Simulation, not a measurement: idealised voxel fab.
You're looking at the process module voxel ribs on slabs.
Shown is cross-section cut, with a width of 190 nm and square cells of size 5 nm.
A cross-section in this document is a grid of square cells, and it is written down as bands, the top band listed before the ones below it; a band is made up of one or more rows of cells. Read a band's entry like this: the first values are the height of its top and the height of its bottom in nm, and what follows is the sequence of materials from left to right, each with its width in nm. Note that "air" is empty space, and that a single material marked "full width" reaches across the band from edge to edge. Heads up on the height convention: 0 is the point under which the incoming wafer is all one material, and the lowest band has no bottom, it just keeps going down, like "0 nm and below". It should be noted that a width expressed as "30->40" varies in equal increments from row to row of cells within the band, taking the value of the first number at the top row and that of the second number at the bottom row. For the purposes of this document, the phrase "no alterations made" attached to a step denotes that no cell within the cross-section was modified by that step. This entry, "Unvented internal voids", enumerates those empty regions of no fewer than 8 cells that possess no open connection to the top. Each region is reported in the form width x height at distance, the distance being taken from the left edge, with all three quantities expressed in nm. What comes after the settings on a step's line is commentary from the simulator itself on that step. The setting "overlay nm" may be written on the line of a step. When the step uses a mask, the value reports how far to the right of the planned place the mask lay, and a negative value reports that it lay to the left.

-- Process steps foreseen in the plan
1. RECEIVE (material Si)
2. DIRECTIONAL_DEP (material SiO2; thk nm 30)
3. DIRECTIONAL_DEP (material SiN; thk nm 25)
4. MASKED_ETCH (tone cover; mask id RIB; width nm 20; etch materials SiN; depth nm 15; overlay nm 0)
5. MASKED_ETCH (tone cover; mask id SLAB; width nm 50; etch materials SiN; depth nm 10; overlay nm 0)
6. FILL_DEP (material SiO2; thk nm 15)
7. CMP (height nm 65)
8. DIRECTIONAL_DEP (material TiN; thk nm 10)
9. PATTERN (tone cover; mask id HEATER; material resist; width nm 30; thk nm 20; overlay nm 0)
10. DIRECTIONAL_ETCH (etch materials TiN; depth nm 10)
11. STRIP (etch materials resist)
12. CONFORMAL_DEP (material SiN; thk nm 10)

-- The following pertains to the first of two wafers, which was processed as planned

-- This is the cross-section of the wafer as we received it, i.e. after step 1
  0 nm and below: Si full width
  Unvented internal voids: none

-- Cross-sectional representation of the wafer at the conclusion of step 2
  30 nm to 0 nm: SiO2 full width
  Everything below 0 is unchanged.

-- Cross-sectional representation of the wafer at the conclusion of step 3
  55 nm to 30 nm: SiN full width
  Everything below 30 is unchanged.

-- Cross-sectional representation of the wafer at the conclusion of step 4
  55 nm to 40 nm: air 85, then SiN 20, then air 85
  Everything below 40 is unchanged.

-- Cross-sectional representation of the wafer at the conclusion of step 5
  55 nm to 40 nm: air 85, then SiN 20, then air 85
  40 nm to 30 nm: air 70, then SiN 50, then air 70
  Everything below 30 is unchanged.

-- Cross-sectional representation of the wafer at the conclusion of step 6
  70 nm to 55 nm: SiO2 full width
  55 nm to 40 nm: SiO2 85, then SiN 20, then SiO2 85
  40 nm to 30 nm: SiO2 70, then SiN 50, then SiO2 70
  Everything below 30 is unchanged.

-- Cross-sectional representation of the wafer at the conclusion of step 7
  65 nm to 55 nm: SiO2 full width
  Everything below 55 is unchanged.

-- Cross-sectional representation of the wafer at the conclusion of step 8
  75 nm to 65 nm: TiN full width
  Everything below 65 is unchanged.

-- Cross-sectional representation of the wafer at the conclusion of step 9
  95 nm to 75 nm: air 80, then resist 30, then air 80
  Everything below 75 is unchanged.

-- Cross-sectional representation of the wafer at the conclusion of step 10
  95 nm to 75 nm: air 80, then resist 30, then air 80
  75 nm to 65 nm: air 80, then TiN 30, then air 80
  Everything below 65 is unchanged.

-- Cross-sectional representation of the wafer at the conclusion of step 11
  75 nm to 65 nm: air 80, then TiN 30, then air 80
  Everything below 65 is unchanged.

-- Cross-sectional representation of the wafer at the conclusion of step 12
  85 nm to 75 nm: air 70, then SiN 50, then air 70
  75 nm to 65 nm: SiN 80, then TiN 30, then SiN 80
  Everything below 65 is unchanged.

-- Regarding the second of the two wafers: it shared the first wafer's starting condition and process plan, yet one error occurred during its execution. Its history coincides with that of the first wafer up to and including step 4

-- Cross-sectional representation of the second wafer at the time designated in the plan for the completion of step 5
  55 nm to 40 nm: air 85, then SiN 20, then air 85
  40 nm to 30 nm: air 75, then SiN 50, then air 65
  Everything below 30 is unchanged.

-- Cross-sectional representation of the second wafer at the time designated in the plan for the completion of step 6
  70 nm to 55 nm: SiO2 full width
  55 nm to 40 nm: SiO2 85, then SiN 20, then SiO2 85
  40 nm to 30 nm: SiO2 75, then SiN 50, then SiO2 65
  Everything below 30 is unchanged.

-- Cross-sectional representation of the second wafer at the time designated in the plan for the completion of step 7
  65 nm to 55 nm: SiO2 full width
  Everything below 55 is unchanged.

-- Cross-sectional representation of the second wafer at the time designated in the plan for the completion of step 8
  75 nm to 65 nm: TiN full width
  Everything below 65 is unchanged.

-- Cross-sectional representation of the second wafer at the time designated in the plan for the completion of step 9
  95 nm to 75 nm: air 80, then resist 30, then air 80
  Everything below 75 is unchanged.

-- Cross-sectional representation of the second wafer at the time designated in the plan for the completion of step 10
  95 nm to 75 nm: air 80, then resist 30, then air 80
  75 nm to 65 nm: air 80, then TiN 30, then air 80
  Everything below 65 is unchanged.

-- Cross-sectional representation of the second wafer at the time designated in the plan for the completion of step 11
  75 nm to 65 nm: air 80, then TiN 30, then air 80
  Everything below 65 is unchanged.

-- Cross-sectional representation of the second wafer at the time designated in the plan for the completion of step 12
  85 nm to 75 nm: air 70, then SiN 50, then air 70
  75 nm to 65 nm: SiN 80, then TiN 30, then SiN 80
  Everything below 65 is unchanged.
What was the processing mistake? planned and actual differ for step 5; actual: MASKED_ETCH (tone cover; mask id SLAB; width nm 50; etch materials SiN; depth nm 10; overlay nm 5)
By the end, you'd get the same cell count for each material on either wafer, but the second wafer puts them somewhere else.
